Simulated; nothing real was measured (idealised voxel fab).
process module | voxel tone inversion
cross-section cut | 175 nm wide | cells 5 nm
A cross-section is a grid of square cells, given in bands from the top down. A band is one or more rows of cells.
Each band's line starts with the height of the band's top and of its bottom, in nm. Then come its materials from left to right, each with its width in nm. One material with "throughout" fills the band from edge to edge. "air" is empty space.
Height 0 is the level under which the wafer as received is all one material. The lowest band goes on downwards, as in "0 down".
A width such as "30 to 40" changes by the same amount from each row of cells to the next, from the band's top row to its bottom row.
"no change" after a step means that no cell of the cross-section changed.
closed voids: empty space of 8 cells or more with no open way to the top, each as width x height at its distance from the left edge, in nm
after a step's settings: what the simulator itself notes on the step
overlay nm, on a step with a mask: how far to the right of its planned place the mask lay; to the left if negative
plan
1 op RECEIVE | material Si
2 op CONFORMAL_DEP | material SiCN | thk nm 5
3 op DIRECTIONAL_DEP | material aC | thk nm 25
4 op PATTERN | tone cover | mask id POSTS | material resist | width nm 20 | pitch nm 40 | thk nm 30 | overlay nm 0
5 op DIRECTIONAL_ETCH | etch materials aC | depth nm 25
6 op STRIP | etch materials resist
7 op FILL_DEP | material lowk | thk nm 5
8 op CMP | height nm 30
9 op STRIP | etch materials aC
as received, after step 1
  0 down: Si throughout
  closed voids: none
first wafer at the end, as planned
  30 to 5: lowk 55 | air 20 | lowk 20 | air 20 | lowk 60
  5 to 0: SiCN throughout
  0 down: Si throughout
  closed voids: none
second wafer at the end: like start, like plan, one mistake
  30 to 25: SiCN throughout
  25 to 0: aC throughout
  0 down: Si throughout
  closed voids: none
what went wrong: steps 2 and 3 were swapped
at the end the second wafer has, in cells: 175 more of aC | 135 fewer of lowk
